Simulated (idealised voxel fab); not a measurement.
This section sets out a process module, namely voxel trench capacitor.
Section shown: cut. Width: 145 nm. Cell size: 5 nm, square.
The cross-sections in this document take the form of a grid made of square cells. They are written out as bands, in order from top to bottom. Each band consists of one or more rows of cells. Band: top height; bottom height; in nm. Then, left to right: material with width in nm, for each material. "full width": a single material spanning edge to edge. "blank": empty space. Heights are expressed relative to 0, this being the level below which the as-received wafer comprises one material exclusively. The lowest band is unbounded in the downward direction and is denoted as in "0 and below". When a width is written as two numbers, as in "30..40", the first number is the width in the top row of cells of the band and the second is the width in its bottom row, and the width changes by the same amount from each row to the next. The designation "nothing changed", where it is given for a processing step, indicates that no cell of the cross-section was altered in the course of that step. Basically, "Sealed voids" tells you about the enclosed voids: empty spaces with no open way to the top, 8 cells or bigger, each written width x height at distance, where distance is from the left edge, all in nm. Read whatever lies past the settings on a step's line as the simulator's own remark about the step. Each step line may optionally specify "overlay nm", which for a step with a mask gives the rightward distance between the mask's planned place and where it lay, a negative value indicating the leftward direction.

### Process steps foreseen in the plan
step 1: RECEIVE | material Si
step 2: CONFORMAL_DEP | material SiN | thk nm 5
step 3: DIRECTIONAL_DEP | material aC | thk nm 15
step 4: PATTERN | tone open | mask id TRENCH | material resist | width nm 20 | pitch nm 35 | thk nm 35 | overlay nm 0
step 5: DIRECTIONAL_ETCH | etch materials aC | depth nm 15
step 6: STRIP | etch materials resist
step 7: DIRECTIONAL_ETCH | etch materials SiN | depth nm 5
step 8: DIRECTIONAL_ETCH | etch materials Si | depth nm 35
step 9: STRIP | etch materials aC
step 10: CONFORMAL_DEP | material SiO2 | thk nm 5
step 11: FILL_DEP | material polySi | thk nm 10
step 12: CMP | height nm 5

### Incoming wafer, cross-sectional view, post step 1
- 0 and below | Si full width
- Sealed voids: none

### Final cross-section, module run with one mistake (start and plan as above)
- 5 down to 0 | 45 of SiN; 5 of SiO2; 10 of SiN; 5 of SiO2; 15 of SiN; 5 of SiO2; 10 of SiN; 5 of SiO2; 45 of SiN
- 0 down to -30 | 45 of Si; 5 of SiO2; 10 of SiN; 5 of SiO2; 15 of Si; 5 of SiO2; 10 of SiN; 5 of SiO2; 45 of Si
- -30 down to -35 | 45 of Si; 20 of SiO2; 15 of Si; 20 of SiO2; 45 of Si
- -35 and below | Si full width
- Sealed voids: none
Run error: step 11 was run on a setting that differed from the plan, and what really ran there is FILL_DEP | material SiN | thk nm 10
